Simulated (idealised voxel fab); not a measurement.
Documented hereafter: the process module known as voxel self aligned vias.
The figure presents cross-section cut, which has a width of 230 nm and is divided into square cells with an edge length of 5 nm.
We lay out every cross-section as a grid of square cells and spell it out in bands from the top down, where one band means one or more rows of cells.
In this notation a band is specified by the heights of its top and bottom, in that order and in nm, after which its materials appear from left to right, each paired with its width in nm. The word "all across" attached to a single material means that material fills the band from edge to edge; the word "empty" stands for empty space.
Height is counted from the level 0, under which the received wafer is composed throughout of one material. The lowest of the bands is not closed at the bottom but continues downward, in the notation "top 0, no bottom".
Width spec "30 to 40" -> top row of cells at first value, bottom row at second value, equal per-row change in between.
Where the words "nothing changed" appear for a step, the cross-section shows no cell changed by that step; every cell remained as before.
"Entrapped void list" specifies each empty space that is not open to the top and that occupies no fewer than 8 cells, using the form width x height at distance, the distance measured from the left edge and all three quantities in nm.
Where a step's line continues beyond its settings, the continuation is a remark by the simulator itself on that step.
Regarding "overlay nm": on a step with a mask, it is the distance the mask lay to the right of its planned place; a negative value places it to the left.

PLAN
step 1: op RECEIVE | material Si
step 2: op CONFORMAL_DEP | material SiO2 | thk nm 10
step 3: op CONFORMAL_DEP | material SiCN | thk nm 5
step 4: op DIRECTIONAL_DEP | material SiO2 | thk nm 30
step 5: op DIRECTIONAL_DEP | material aC | thk nm 10
step 6: op PATTERN | tone open | mask id LINES | material resist | width nm 30 | pitch nm 55 | thk nm 30 | overlay nm 0
step 7: op DIRECTIONAL_ETCH | etch materials aC | depth nm 10
step 8: op STRIP | etch materials resist
step 9: op DIRECTIONAL_ETCH | etch materials SiO2 | depth nm 30
step 10: op STRIP | etch materials aC
step 11: op CONFORMAL_DEP | material TiN | thk nm 5
step 12: op FILL_DEP | material Ru | thk nm 5
step 13: op CMP | height nm 45
step 14: op SELECTIVE_ETCH | etch materials W Ru TiN | depth nm 10
step 15: op FILL_DEP | material SiN | thk nm 10
step 16: op CMP | height nm 45
step 17: op DIRECTIONAL_DEP | material SiO2 | thk nm 15
step 18: op DIRECTIONAL_DEP | material aC | thk nm 10
step 19: op PATTERN | tone open | mask id VIAS | material resist | width nm 40 | thk nm 30 | overlay nm 0
step 20: op DIRECTIONAL_ETCH | etch materials aC | depth nm 10
step 21: op STRIP | etch materials resist
step 22: op DIRECTIONAL_ETCH | etch materials SiO2 | depth nm 15
step 23: op DIRECTIONAL_ETCH | etch materials SiN | depth nm 10
step 24: op STRIP | etch materials aC
step 25: op CONFORMAL_DEP | material TiN | thk nm 5
step 26: op FILL_DEP | material Cu | thk nm 5
step 27: op CMP | height nm 60
step 28: op CONFORMAL_DEP | material SiN | thk nm 5

HERE'S WHAT THE WAFER LOOKED LIKE IN CROSS-SECTION WHEN IT ARRIVED - THAT'S AFTER STEP 1
> top 0, no bottom | Si all across
> Entrapped void list: none

WAFER CROSS-SECTION AT END OF MODULE: START AND PLAN AS SHOWN ABOVE, ONE EXECUTION ERROR
> top 65, bottom 60 | SiN all across
> top 60, bottom 50 | 65 SiO2, 5 TiN, 30 Cu, 5 TiN, 125 SiO2
> top 50, bottom 45 | 65 SiO2, 40 TiN, 125 SiO2
> top 45, bottom 35 | 65 SiN, 5 TiN, 30 SiO2, 5 TiN, 20 SiN, 30 SiO2, 75 SiN
> top 35, bottom 20 | 65 Ru, 5 TiN, 30 SiO2, 5 TiN, 15 Ru, 5 TiN, 30 SiO2, 5 TiN, 70 Ru
> top 20, bottom 15 | 70 TiN, 30 SiO2, 25 TiN, 30 SiO2, 75 TiN
> top 15, bottom 10 | SiCN all across
> top 10, bottom 0 | SiO2 all across
> top 0, no bottom | Si all across
> Entrapped void list: none
Deviation noted in wafer processing: step 6 was processed under conditions differing from the plan, specifically as op PATTERN | tone cover | mask id LINES | material resist | width nm 30 | pitch nm 55 | thk nm 30 | overlay nm 0
